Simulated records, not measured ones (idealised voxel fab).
Process module in this document: voxel transistor to metal
Cross-sectional view cut (width: 165 nm; square cell size: 5 nm).
When this document writes out a cross-section, it uses a grid of square cells and lists it as bands, beginning at the top and moving down, with a band standing for one or more rows of cells.
Per band: top height and bottom height in nm, followed by the left-to-right materials and their widths in nm; "edge to edge" marks a single material spanning edge to edge, "empty" marks empty space.
Height datum 0, below which the as-received substrate wafer is one material. Lowest band open at the bottom, running downward: "0 -> down".
So if you see something like "30..40" for the width, read it as the top row of the band sitting at the first number and the bottom row at the second, with every row in between moving by the same amount as the last.
Take "remains unaltered" at face value: in the step it is given for, the cross-section changed in none of its cells.
Under "Fully sealed cavities" you'll find the enclosed gaps, the ones with no way out to the top, that are 8 cells or bigger; each reads width x height at distance, with distance counted from the left edge, everything in nm.
Post-settings text on a step line: simulator's own remark regarding the step.
Among the settings permitted on a step's line is "overlay nm"; applied to a step with a mask, it specifies the extent to which the mask lay to the right of its planned position, whereas a negative figure signifies a position to the left.

Here's what the planned process steps look like:
1 RECEIVE (material Si)
2 CONFORMAL_DEP (material SiO2; thk nm 5)
3 CONFORMAL_DEP (material SiN; thk nm 10)
4 MASKED_ETCH (tone cover; mask id ACTIVE; width nm 110; etch materials SiN; depth nm 10; overlay nm 0)
5 MASKED_ETCH (tone cover; mask id ACTIVE; width nm 110; etch materials SiO2; depth nm 5; overlay nm 0)
6 MASKED_ETCH (tone cover; mask id ACTIVE; width nm 110; etch materials Si; depth nm 35; overlay nm 0)
7 FILL_DEP (material SiO2; thk nm 15)
8 CMP (height nm 15)
9 SELECTIVE_ETCH (etch materials SiO2; depth nm 10)
10 STRIP (etch materials SiN)
11 SELECTIVE_ETCH (etch materials SiO2; depth nm 5)
12 OXIDIZE (depth nm 5)
13 DIRECTIONAL_DEP (material polySi; thk nm 25)
14 DIRECTIONAL_DEP (material SiCN; thk nm 10)
15 DIRECTIONAL_DEP (material aC; thk nm 15)
16 PATTERN (tone cover; mask id GATE; material resist; width nm 20; thk nm 30; overlay nm 0)
17 DIRECTIONAL_ETCH (etch materials aC; depth nm 15)
18 STRIP (etch materials resist)
19 DIRECTIONAL_ETCH (etch materials SiCN; depth nm 20)
20 DIRECTIONAL_ETCH (etch materials polySi; depth nm 35)
21 STRIP (etch materials aC)
22 CONFORMAL_DEP (material SiO2; thk nm 5)
23 DIRECTIONAL_ETCH (etch materials SiO2; depth nm 5)
24 CONFORMAL_DEP (material SiN; thk nm 5)
25 DIRECTIONAL_ETCH (etch materials SiN; depth nm 5)
26 DIRECTIONAL_ETCH (etch materials SiO2; depth nm 5)
27 DIRECTIONAL_ETCH (etch materials Si; depth nm 10)
28 EPI (material nSi; thk nm 15)
29 FILL_DEP (material SiO2; thk nm 5)
30 CMP (height nm 35)
31 DIRECTIONAL_DEP (material SiO2; thk nm 10)
32 PATTERN (tone open; mask id CONTACT; material resist; width nm 35; pitch nm 65; thk nm 20; overlay nm 0)
33 DIRECTIONAL_ETCH (etch materials SiO2; depth nm 45)
34 STRIP (etch materials resist)
35 CONFORMAL_DEP (material TiN; thk nm 5)
36 FILL_DEP (material Ru; thk nm 10)
37 CMP (height nm 45)
38 CONFORMAL_DEP (material SiN; thk nm 5)
39 DIRECTIONAL_DEP (material lowk; thk nm 20)
40 PATTERN (tone open; mask id METAL_1; material resist; width nm 20; pitch nm 80; thk nm 15; overlay nm 0)
41 DIRECTIONAL_ETCH (etch materials lowk; depth nm 20)
42 DIRECTIONAL_ETCH (etch materials SiN; depth nm 5)
43 STRIP (etch materials resist)
44 CONFORMAL_DEP (material TiN; thk nm 5)
45 FILL_DEP (material W; thk nm 5)
46 CMP (height nm 70)
47 CONFORMAL_DEP (material SiCN; thk nm 5)

Below: the first of two wafers, run as planned:

As received, after step 1:
* 0 -> down = Si edge to edge
* Fully sealed cavities: none

After step 2:
* 5 -> 0 = SiO2 edge to edge
* Rest of section, below 0: as before.

After step 3:
* 15 -> 5 = SiN edge to edge
* Rest of section, below 5: as before.

After step 4:
* 15 -> 5 = empty (25), then SiN (110), then empty (30)
* Rest of section, below 5: as before.

After step 5:
* 15 -> 5 = empty (25), then SiN (110), then empty (30)
* 5 -> 0 = empty (25), then SiO2 (110), then empty (30)
* Rest of section, below 0: as before.

After step 6:
* 15 -> 5 = empty (25), then SiN (110), then empty (30)
* 5 -> 0 = empty (25), then SiO2 (110), then empty (30)
* 0 -> -35 = empty (25), then Si (110), then empty (30)
* Rest of section, below -35: as before.

After step 7:
* 30 -> 15 = SiO2 edge to edge
* 15 -> 5 = SiO2 (25), then SiN (110), then SiO2 (30)
* 5 -> 0 = SiO2 edge to edge
* 0 -> -35 = SiO2 (25), then Si (110), then SiO2 (30)
* Rest of section, below -35: as before.

After step 8:
* 15 -> 5 = SiO2 (25), then SiN (110), then SiO2 (30)
* Rest of section, below 5: as before.

After step 9:
* 15 -> 5 = empty (25), then SiN (110), then empty (30)
* Rest of section, below 5: as before.

After step 10:
* 5 -> 0 = SiO2 edge to edge
* Rest of section, below 0: as before.

After step 11:
* 0 -> -35 = SiO2 (25), then Si (110), then SiO2 (30)
* Rest of section, below -35: as before.

After step 12:
* 0 -> -5 = SiO2 edge to edge
* Rest of section, below -5: as before.

After step 13:
* 25 -> 0 = polySi edge to edge
* Rest of section, below 0: as before.

After step 14:
* 35 -> 25 = SiCN edge to edge
* Rest of section, below 25: as before.

After step 15:
* 50 -> 35 = aC edge to edge
* Rest of section, below 35: as before.

After step 16:
* 80 -> 50 = empty (70), then resist (20), then empty (75)
* Rest of section, below 50: as before.

After step 17:
* 65 -> 50 = empty (70), then resist (20), then empty (75)
* 50 -> 35 = empty (70), then aC (20), then empty (75)
* Rest of section, below 35: as before.

After step 18:
* 50 -> 35 = empty (70), then aC (20), then empty (75)
* Rest of section, below 35: as before.

After step 19:
* 50 -> 35 = empty (70), then aC (20), then empty (75)
* 35 -> 25 = empty (70), then SiCN (20), then empty (75)
* Rest of section, below 25: as before.

After step 20:
* 50 -> 35 = empty (70), then aC (20), then empty (75)
* 35 -> 25 = empty (70), then SiCN (20), then empty (75)
* 25 -> 0 = empty (70), then polySi (20), then empty (75)
* Rest of section, below 0: as before.

After step 21:
* 35 -> 25 = empty (70), then SiCN (20), then empty (75)
* Rest of section, below 25: as before.

After step 22:
* 40 -> 35 = empty (65), then SiO2 (30), then empty (70)
* 35 -> 25 = empty (65), then SiO2 (5), then SiCN (20), then SiO2 (5), then empty (70)
* 25 -> 5 = empty (65), then SiO2 (5), then polySi (20), then SiO2 (5), then empty (70)
* 5 -> 0 = SiO2 (70), then polySi (20), then SiO2 (75)
* Rest of section, below 0: as before.

After step 23:
* 35 -> 25 = empty (65), then SiO2 (5), then SiCN (20), then SiO2 (5), then empty (70)
* 25 -> 0 = empty (65), then SiO2 (5), then polySi (20), then SiO2 (5), then empty (70)
* Rest of section, below 0: as before.

After step 24:
* 40 -> 35 = empty (60), then SiN (40), then empty (65)
* 35 -> 25 = empty (60), then SiN (5), then SiO2 (5), then SiCN (20), then SiO2 (5), then SiN (5), then empty (65)
* 25 -> 5 = empty (60), then SiN (5), then SiO2 (5), then polySi (20), then SiO2 (5), then SiN (5), then empty (65)
* 5 -> 0 = SiN (65), then SiO2 (5), then polySi (20), then SiO2 (5), then SiN (70)
* Rest of section, below 0: as before.

After step 25:
* 35 -> 25 = empty (60), then SiN (5), then SiO2 (5), then SiCN (20), then SiO2 (5), then SiN (5), then empty (65)
* 25 -> 0 = empty (60), then SiN (5), then SiO2 (5), then polySi (20), then SiO2 (5), then SiN (5), then empty (65)
* Rest of section, below 0: as before.

After step 26:
* 35 -> 30 = empty (60), then SiN (5), then empty (5), then SiCN (20), then empty (5), then SiN (5), then empty (65)
* 30 -> 25 = empty (60), then SiN (5), then SiO2 (5), then SiCN (20), then SiO2 (5), then SiN (5), then empty (65)
* 25 -> 0 = empty (60), then SiN (5), then SiO2 (5), then polySi (20), then SiO2 (5), then SiN (5), then empty (65)
* 0 -> -5 = empty (60), then SiO2 (40), then empty (65)
* Rest of section, below -5: as before.

After step 27:
* 35 -> 30 = empty (60), then SiN (5), then empty (5), then SiCN (20), then empty (5), then SiN (5), then empty (65)
* 30 -> 25 = empty (60), then SiN (5), then SiO2 (5), then SiCN (20), then SiO2 (5), then SiN (5), then empty (65)
* 25 -> 0 = empty (60), then SiN (5), then SiO2 (5), then polySi (20), then SiO2 (5), then SiN (5), then empty (65)
* 0 -> -5 = empty (60), then SiO2 (40), then empty (65)
* -5 -> -15 = SiO2 (25), then empty (35), then Si (40), then empty (35), then SiO2 (30)
* Rest of section, below -15: as before.

After step 28:
* 35 -> 30 = empty (60), then SiN (5), then empty (5), then SiCN (20), then empty (5), then SiN (5), then empty (65)
* 30 -> 25 = empty (60), then SiN (5), then SiO2 (5), then SiCN (20), then SiO2 (5), then SiN (5), then empty (65)
* 25 -> 10 = empty (60), then SiN (5), then SiO2 (5), then polySi (20), then SiO2 (5), then SiN (5), then empty (65)
* 10 -> 0 = empty (45), then nSi (15), then SiN (5), then SiO2 (5), then polySi (20), then SiO2 (5), then SiN (5), then nSi (15), then empty (50)
* 0 -> -5 = empty (20), then nSi (40), then SiO2 (40), then nSi (40), then empty (25)
* -5 -> -15 = SiO2 (25), then nSi (35), then Si (40), then nSi (35), then SiO2 (30)
* Rest of section, below -15: as before.

After step 29:
* 40 -> 35 = SiO2 edge to edge
* 35 -> 25 = SiO2 (60), then SiN (5), then SiO2 (5), then SiCN (20), then SiO2 (5), then SiN (5), then SiO2 (65)
* 25 -> 10 = SiO2 (60), then SiN (5), then SiO2 (5), then polySi (20), then SiO2 (5), then SiN (5), then SiO2 (65)
* 10 -> 0 = SiO2 (45), then nSi (15), then SiN (5), then SiO2 (5), then polySi (20), then SiO2 (5), then SiN (5), then nSi (15), then SiO2 (50)
* 0 -> -5 = SiO2 (20), then nSi (40), then SiO2 (40), then nSi (40), then SiO2 (25)
* Rest of section, below -5: as before.

After step 30:
* 35 -> 25 = SiO2 (60), then SiN (5), then SiO2 (5), then SiCN (20), then SiO2 (5), then SiN (5), then SiO2 (65)
* Rest of section, below 25: as before.

After step 31:
* 45 -> 35 = SiO2 edge to edge
* Rest of section, below 35: as before.

After step 32:
* 65 -> 45 = resist (30), then empty (35), then resist (30), then empty (35), then resist (35)
* Rest of section, below 45: as before.

After step 33:
* 65 -> 45 = resist (30), then empty (35), then resist (30), then empty (35), then resist (35)
* 45 -> 35 = SiO2 (30), then empty (35), then SiO2 (30), then empty (35), then SiO2 (35)
* 35 -> 25 = SiO2 (30), then empty (30), then SiN (5), then SiO2 (5), then SiCN (20), then SiO2 (5), then SiN (5), then empty (30), then SiO2 (35)
* 25 -> 10 = SiO2 (30), then empty (30), then SiN (5), then SiO2 (5), then polySi (20), then SiO2 (5), then SiN (5), then empty (30), then SiO2 (35)
* 10 -> 0 = SiO2 (30), then empty (15), then nSi (15), then SiN (5), then SiO2 (5), then polySi (20), then SiO2 (5), then SiN (5), then nSi (15), then empty (15), then SiO2 (35)
* Rest of section, below 0: as before.

After step 34:
* 45 -> 35 = SiO2 (30), then empty (35), then SiO2 (30), then empty (35), then SiO2 (35)
* Rest of section, below 35: as before.

After step 35:
* 50 -> 45 = TiN (35), then empty (25), then TiN (40), then empty (25), then TiN (40)
* 45 -> 35 = SiO2 (30), then TiN (5), then empty (25..20), then TiN (5..10), then SiO2 (30), then TiN (5..10), then empty (25..20), then TiN (5), then SiO2 (35)
* 35 -> 25 = SiO2 (30), then TiN (5), then empty (20), then TiN (5), then SiN (5), then SiO2 (5), then SiCN (20), then SiO2 (5), then SiN (5), then TiN (5), then empty (20), then TiN (5), then SiO2 (35)
* 25 -> 15 = SiO2 (30), then TiN (5), then empty (20), then TiN (5), then SiN (5), then SiO2 (5), then polySi (20), then SiO2 (5), then SiN (5), then TiN (5), then empty (20), then TiN (5), then SiO2 (35)
* 15 -> 10 = SiO2 (30), then TiN (5), then empty (5), then TiN (20), then SiN (5), then SiO2 (5), then polySi (20), then SiO2 (5), then SiN (5), then TiN (20), then empty (5), then TiN (5), then SiO2 (35)
* 10 -> 5 = SiO2 (30), then TiN (5), then empty (5), then TiN (5), then nSi (15), then SiN (5), then SiO2 (5), then polySi (20), then SiO2 (5), then SiN (5), then nSi (15), then TiN (5), then empty (5), then TiN (5), then SiO2 (35)
* 5 -> 0 = SiO2 (30), then TiN (15), then nSi (15), then SiN (5), then SiO2 (5), then polySi (20), then SiO2 (5), then SiN (5), then nSi (15), then TiN (15), then SiO2 (35)
* Rest of section, below 0: as before.

After step 36:
* 60 -> 50 = Ru edge to edge
* 50 -> 45 = TiN (35), then Ru (25), then TiN (40), then Ru (25), then TiN (40)
* 45 -> 35 = SiO2 (30), then TiN (5), then Ru (25..20), then TiN (5..10), then SiO2 (30), then TiN (5..10), then Ru (25..20), then TiN (5), then SiO2 (35)
* 35 -> 25 = SiO2 (30), then TiN (5), then Ru (20), then TiN (5), then SiN (5), then SiO2 (5), then SiCN (20), then SiO2 (5), then SiN (5), then TiN (5), then Ru (20), then TiN (5), then SiO2 (35)
* 25 -> 15 = SiO2 (30), then TiN (5), then Ru (20), then TiN (5), then SiN (5), then SiO2 (5), then polySi (20), then SiO2 (5), then SiN (5), then TiN (5), then Ru (20), then TiN (5), then SiO2 (35)
* 15 -> 10 = SiO2 (30), then TiN (5), then Ru (5), then TiN (20), then SiN (5), then SiO2 (5), then polySi (20), then SiO2 (5), then SiN (5), then TiN (20), then Ru (5), then TiN (5), then SiO2 (35)
* 10 -> 5 = SiO2 (30), then TiN (5), then Ru (5), then TiN (5), then nSi (15), then SiN (5), then SiO2 (5), then polySi (20), then SiO2 (5), then SiN (5), then nSi (15), then TiN (5), then Ru (5), then TiN (5), then SiO2 (35)
* Rest of section, below 5: as before.

After step 37:
* 45 -> 35 = SiO2 (30), then TiN (5), then Ru (25..20), then TiN (5..10), then SiO2 (30), then TiN (5..10), then Ru (25..20), then TiN (5), then SiO2 (35)
* Rest of section, below 35: as before.

After step 38:
* 50 -> 45 = SiN edge to edge
* Rest of section, below 45: as before.

After step 39:
* 70 -> 50 = lowk edge to edge
* Rest of section, below 50: as before.

After step 40:
* 85 -> 70 = resist (30), then empty (20), then resist (60), then empty (20), then resist (35)
* Rest of section, below 70: as before.

After step 41:
* 85 -> 70 = resist (30), then empty (20), then resist (60), then empty (20), then resist (35)
* 70 -> 50 = lowk (30), then empty (20), then lowk (60), then empty (20), then lowk (35)
* Rest of section, below 50: as before.

After step 42:
* 85 -> 70 = resist (30), then empty (20), then resist (60), then empty (20), then resist (35)
* 70 -> 50 = lowk (30), then empty (20), then lowk (60), then empty (20), then lowk (35)
* 50 -> 45 = SiN (30), then empty (20), then SiN (60), then empty (20), then SiN (35)
* Rest of section, below 45: as before.

After step 43:
* 70 -> 50 = lowk (30), then empty (20), then lowk (60), then empty (20), then lowk (35)
* Rest of section, below 50: as before.

After step 44:
* 75 -> 70 = TiN (35), then empty (10), then TiN (70), then empty (10), then TiN (40)
* 70 -> 50 = lowk (30), then TiN (5), then empty (10), then TiN (5), then lowk (60), then TiN (5), then empty (10), then TiN (5), then lowk (35)
* 50 -> 45 = SiN (30), then TiN (20), then SiN (60), then TiN (20), then SiN (35)
* Rest of section, below 45: as before.

After step 45:
* 80 -> 75 = W edge to edge
* 75 -> 70 = TiN (35), then W (10), then TiN (70), then W (10), then TiN (40)
* 70 -> 50 = lowk (30), then TiN (5), then W (10), then TiN (5), then lowk (60), then TiN (5), then W (10), then TiN (5), then lowk (35)
* Rest of section, below 50: as before.

After step 46:
* 70 -> 50 = lowk (30), then TiN (5), then W (10), then TiN (5), then lowk (60), then TiN (5), then W (10), then TiN (5), then lowk (35)
* Rest of section, below 50: as before.

After step 47:
* 75 -> 70 = SiCN edge to edge
* Rest of section, below 70: as before.

Second of two: same start, same plan, one run error; steps up to and including 15 match the first:

Second wafer: cross-section at the scheduled end of step 16:
* 80 -> 50 = empty (60), then resist (20), then empty (85)
* Rest of section, below 50: as before.

Second wafer: cross-section at the scheduled end of step 17:
* 65 -> 50 = empty (60), then resist (20), then empty (85)
* 50 -> 35 = empty (60), then aC (20), then empty (85)
* Rest of section, below 35: as before.

Second wafer: cross-section at the scheduled end of step 18:
* 50 -> 35 = empty (60), then aC (20), then empty (85)
* Rest of section, below 35: as before.

Second wafer: cross-section at the scheduled end of step 19:
* 50 -> 35 = empty (60), then aC (20), then empty (85)
* 35 -> 25 = empty (60), then SiCN (20), then empty (85)
* Rest of section, below 25: as before.

Second wafer: cross-section at the scheduled end of step 20:
* 50 -> 35 = empty (60), then aC (20), then empty (85)
* 35 -> 25 = empty (60), then SiCN (20), then empty (85)
* 25 -> 0 = empty (60), then polySi (20), then empty (85)
* Rest of section, below 0: as before.

Second wafer: cross-section at the scheduled end of step 21:
* 35 -> 25 = empty (60), then SiCN (20), then empty (85)
* Rest of section, below 25: as before.

Second wafer: cross-section at the scheduled end of step 22:
* 40 -> 35 = empty (55), then SiO2 (30), then empty (80)
* 35 -> 25 = empty (55), then SiO2 (5), then SiCN (20), then SiO2 (5), then empty (80)
* 25 -> 5 = empty (55), then SiO2 (5), then polySi (20), then SiO2 (5), then empty (80)
* 5 -> 0 = SiO2 (60), then polySi (20), then SiO2 (85)
* Rest of section, below 0: as before.

Second wafer: cross-section at the scheduled end of step 23:
* 35 -> 25 = empty (55), then SiO2 (5), then SiCN (20), then SiO2 (5), then empty (80)
* 25 -> 0 = empty (55), then SiO2 (5), then polySi (20), then SiO2 (5), then empty (80)
* Rest of section, below 0: as before.

Second wafer: cross-section at the scheduled end of step 24:
* 40 -> 35 = empty (50), then SiN (40), then empty (75)
* 35 -> 25 = empty (50), then SiN (5), then SiO2 (5), then SiCN (20), then SiO2 (5), then SiN (5), then empty (75)
* 25 -> 5 = empty (50), then SiN (5), then SiO2 (5), then polySi (20), then SiO2 (5), then SiN (5), then empty (75)
* 5 -> 0 = SiN (55), then SiO2 (5), then polySi (20), then SiO2 (5), then SiN (80)
* Rest of section, below 0: as before.

Second wafer: cross-section at the scheduled end of step 25:
* 35 -> 25 = empty (50), then SiN (5), then SiO2 (5), then SiCN (20), then SiO2 (5), then SiN (5), then empty (75)
* 25 -> 0 = empty (50), then SiN (5), then SiO2 (5), then polySi (20), then SiO2 (5), then SiN (5), then empty (75)
* Rest of section, below 0: as before.

Second wafer: cross-section at the scheduled end of step 26:
* 35 -> 30 = empty (50), then SiN (5), then empty (5), then SiCN (20), then empty (5), then SiN (5), then empty (75)
* 30 -> 25 = empty (50), then SiN (5), then SiO2 (5), then SiCN (20), then SiO2 (5), then SiN (5), then empty (75)
* 25 -> 0 = empty (50), then SiN (5), then SiO2 (5), then polySi (20), then SiO2 (5), then SiN (5), then empty (75)
* 0 -> -5 = empty (50), then SiO2 (40), then empty (75)
* Rest of section, below -5: as before.

Second wafer: cross-section at the scheduled end of step 27:
* 35 -> 30 = empty (50), then SiN (5), then empty (5), then SiCN (20), then empty (5), then SiN (5), then empty (75)
* 30 -> 25 = empty (50), then SiN (5), then SiO2 (5), then SiCN (20), then SiO2 (5), then SiN (5), then empty (75)
* 25 -> 0 = empty (50), then SiN (5), then SiO2 (5), then polySi (20), then SiO2 (5), then SiN (5), then empty (75)
* 0 -> -5 = empty (50), then SiO2 (40), then empty (75)
* -5 -> -15 = SiO2 (25), then empty (25), then Si (40), then empty (45), then SiO2 (30)
* Rest of section, below -15: as before.

Second wafer: cross-section at the scheduled end of step 28:
* 35 -> 30 = empty (50), then SiN (5), then empty (5), then SiCN (20), then empty (5), then SiN (5), then empty (75)
* 30 -> 25 = empty (50), then SiN (5), then SiO2 (5), then SiCN (20), then SiO2 (5), then SiN (5), then empty (75)
* 25 -> 10 = empty (50), then SiN (5), then SiO2 (5), then polySi (20), then SiO2 (5), then SiN (5), then empty (75)
* 10 -> 0 = empty (35), then nSi (15), then SiN (5), then SiO2 (5), then polySi (20), then SiO2 (5), then SiN (5), then nSi (15), then empty (60)
* 0 -> -5 = empty (20), then nSi (30), then SiO2 (40), then nSi (50), then empty (25)
* -5 -> -15 = SiO2 (25), then nSi (25), then Si (40), then nSi (45), then SiO2 (30)
* Rest of section, below -15: as before.

Second wafer: cross-section at the scheduled end of step 29:
* 40 -> 35 = SiO2 edge to edge
* 35 -> 25 = SiO2 (50), then SiN (5), then SiO2 (5), then SiCN (20), then SiO2 (5), then SiN (5), then SiO2 (75)
* 25 -> 10 = SiO2 (50), then SiN (5), then SiO2 (5), then polySi (20), then SiO2 (5), then SiN (5), then SiO2 (75)
* 10 -> 0 = SiO2 (35), then nSi (15), then SiN (5), then SiO2 (5), then polySi (20), then SiO2 (5), then SiN (5), then nSi (15), then SiO2 (60)
* 0 -> -5 = SiO2 (20), then nSi (30), then SiO2 (40), then nSi (50), then SiO2 (25)
* Rest of section, below -5: as before.

Second wafer: cross-section at the scheduled end of step 30:
* 35 -> 25 = SiO2 (50), then SiN (5), then SiO2 (5), then SiCN (20), then SiO2 (5), then SiN (5), then SiO2 (75)
* Rest of section, below 25: as before.

Second wafer: cross-section at the scheduled end of step 31:
* 45 -> 35 = SiO2 edge to edge
* Rest of section, below 35: as before.

Second wafer: cross-section at the scheduled end of step 32:
* 65 -> 45 = resist (30), then empty (35), then resist (30), then empty (35), then resist (35)
* Rest of section, below 45: as before.

Second wafer: cross-section at the scheduled end of step 33:
* 65 -> 45 = resist (30), then empty (35), then resist (30), then empty (35), then resist (35)
* 45 -> 35 = SiO2 (30), then empty (35), then SiO2 (30), then empty (35), then SiO2 (35)
* 35 -> 25 = SiO2 (30), then empty (20), then SiN (5), then empty (5), then SiCN (20), then SiO2 (5), then SiN (5), then SiO2 (5), then empty (35), then SiO2 (35)
* 25 -> 10 = SiO2 (30), then empty (20), then SiN (5), then empty (5), then polySi (20), then SiO2 (5), then SiN (5), then SiO2 (5), then empty (35), then SiO2 (35)
* 10 -> 0 = SiO2 (30), then empty (5), then nSi (15), then SiN (5), then empty (5), then polySi (20), then SiO2 (5), then SiN (5), then nSi (15), then empty (25), then SiO2 (35)
* Rest of section, below 0: as before.

Second wafer: cross-section at the scheduled end of step 34:
* 45 -> 35 = SiO2 (30), then empty (35), then SiO2 (30), then empty (35), then SiO2 (35)
* Rest of section, below 35: as before.

Second wafer: cross-section at the scheduled end of step 35:
* 50 -> 45 = TiN (35), then empty (25), then TiN (40), then empty (25), then TiN (40)
* 45 -> 35 = SiO2 (30), then TiN (5), then empty (25..10), then TiN (5..20), then SiO2 (30), then TiN (5), then empty (25), then TiN (5), then SiO2 (35)
* 35 -> 25 = SiO2 (30), then TiN (5), then empty (10), then TiN (5), then SiN (5), then TiN (5), then SiCN (20), then SiO2 (5), then SiN (5), then SiO2 (5), then TiN (5), then empty (25), then TiN (5), then SiO2 (35)
* 25 -> 15 = SiO2 (30), then TiN (5), then empty (10), then TiN (5), then SiN (5), then TiN (5), then polySi (20), then SiO2 (5), then SiN (5), then SiO2 (5), then TiN (5), then empty (25), then TiN (5), then SiO2 (35)
* 15 -> 10 = SiO2 (30), then TiN (20), then SiN (5), then TiN (5), then polySi (20), then SiO2 (5), then SiN (5), then SiO2 (5), then TiN (15), then empty (15), then TiN (5), then SiO2 (35)
* 10 -> 5 = SiO2 (30), then TiN (5), then nSi (15), then SiN (5), then TiN (5), then polySi (20), then SiO2 (5), then SiN (5), then nSi (15), then TiN (5), then empty (15), then TiN (5), then SiO2 (35)
* 5 -> 0 = SiO2 (30), then TiN (5), then nSi (15), then SiN (5), then TiN (5), then polySi (20), then SiO2 (5), then SiN (5), then nSi (15), then TiN (25), then SiO2 (35)
* Rest of section, below 0: as before.

Second wafer: cross-section at the scheduled end of step 36:
* 60 -> 50 = Ru edge to edge
* 50 -> 45 = TiN (35), then Ru (25), then TiN (40), then Ru (25), then TiN (40)
* 45 -> 35 = SiO2 (30), then TiN (5), then Ru (25..10), then TiN (5..20), then SiO2 (30), then TiN (5), then Ru (25), then TiN (5), then SiO2 (35)
* 35 -> 25 = SiO2 (30), then TiN (5), then Ru (10), then TiN (5), then SiN (5), then TiN (5), then SiCN (20), then SiO2 (5), then SiN (5), then SiO2 (5), then TiN (5), then Ru (25), then TiN (5), then SiO2 (35)
* 25 -> 15 = SiO2 (30), then TiN (5), then Ru (10), then TiN (5), then SiN (5), then TiN (5), then polySi (20), then SiO2 (5), then SiN (5), then SiO2 (5), then TiN (5), then Ru (25), then TiN (5), then SiO2 (35)
* 15 -> 10 = SiO2 (30), then TiN (20), then SiN (5), then TiN (5), then polySi (20), then SiO2 (5), then SiN (5), then SiO2 (5), then TiN (15), then Ru (15), then TiN (5), then SiO2 (35)
* 10 -> 5 = SiO2 (30), then TiN (5), then nSi (15), then SiN (5), then TiN (5), then polySi (20), then SiO2 (5), then SiN (5), then nSi (15), then TiN (5), then Ru (15), then TiN (5), then SiO2 (35)
* Rest of section, below 5: as before.

Second wafer: cross-section at the scheduled end of step 37:
* 45 -> 35 = SiO2 (30), then TiN (5), then Ru (25..10), then TiN (5..20), then SiO2 (30), then TiN (5), then Ru (25), then TiN (5), then SiO2 (35)
* Rest of section, below 35: as before.

Second wafer: cross-section at the scheduled end of step 38:
* 50 -> 45 = SiN edge to edge
* Rest of section, below 45: as before.

Second wafer: cross-section at the scheduled end of step 39:
* 70 -> 50 = lowk edge to edge
* Rest of section, below 50: as before.

Second wafer: cross-section at the scheduled end of step 40:
* 85 -> 70 = resist (30), then empty (20), then resist (60), then empty (20), then resist (35)
* Rest of section, below 70: as before.

Second wafer: cross-section at the scheduled end of step 41:
* 85 -> 70 = resist (30), then empty (20), then resist (60), then empty (20), then resist (35)
* 70 -> 50 = lowk (30), then empty (20), then lowk (60), then empty (20), then lowk (35)
* Rest of section, below 50: as before.

Second wafer: cross-section at the scheduled end of step 42:
* 85 -> 70 = resist (30), then empty (20), then resist (60), then empty (20), then resist (35)
* 70 -> 50 = lowk (30), then empty (20), then lowk (60), then empty (20), then lowk (35)
* 50 -> 45 = SiN (30), then empty (20), then SiN (60), then empty (20), then SiN (35)
* Rest of section, below 45: as before.

Second wafer: cross-section at the scheduled end of step 43:
* 70 -> 50 = lowk (30), then empty (20), then lowk (60), then empty (20), then lowk (35)
* Rest of section, below 50: as before.

Second wafer: cross-section at the scheduled end of step 44:
* 75 -> 70 = TiN (35), then empty (10), then TiN (70), then empty (10), then TiN (40)
* 70 -> 50 = lowk (30), then TiN (5), then empty (10), then TiN (5), then lowk (60), then TiN (5), then empty (10), then TiN (5), then lowk (35)
* 50 -> 45 = SiN (30), then TiN (20), then SiN (60), then TiN (20), then SiN (35)
* Rest of section, below 45: as before.

Second wafer: cross-section at the scheduled end of step 45:
* 80 -> 75 = W edge to edge
* 75 -> 70 = TiN (35), then W (10), then TiN (70), then W (10), then TiN (40)
* 70 -> 50 = lowk (30), then TiN (5), then W (10), then TiN (5), then lowk (60), then TiN (5), then W (10), then TiN (5), then lowk (35)
* Rest of section, below 50: as before.

Second wafer: cross-section at the scheduled end of step 46:
* 70 -> 50 = lowk (30), then TiN (5), then W (10), then TiN (5), then lowk (60), then TiN (5), then W (10), then TiN (5), then lowk (35)
* Rest of section, below 50: as before.

Second wafer: cross-section at the scheduled end of step 47:
* 75 -> 70 = SiCN edge to edge
* Rest of section, below 70: as before.
What went wrong in running the wafer? step 16, actual vs plan mismatch, actual run PATTERN (tone cover; mask id GATE; material resist; width nm 20; thk nm 30; overlay nm -10)
Once processing is complete, comparing cell counts shows that the second wafer has more or fewer of certain materials than the first: Ru: 3 fewer | SiO2: 2 fewer | TiN: 5 more
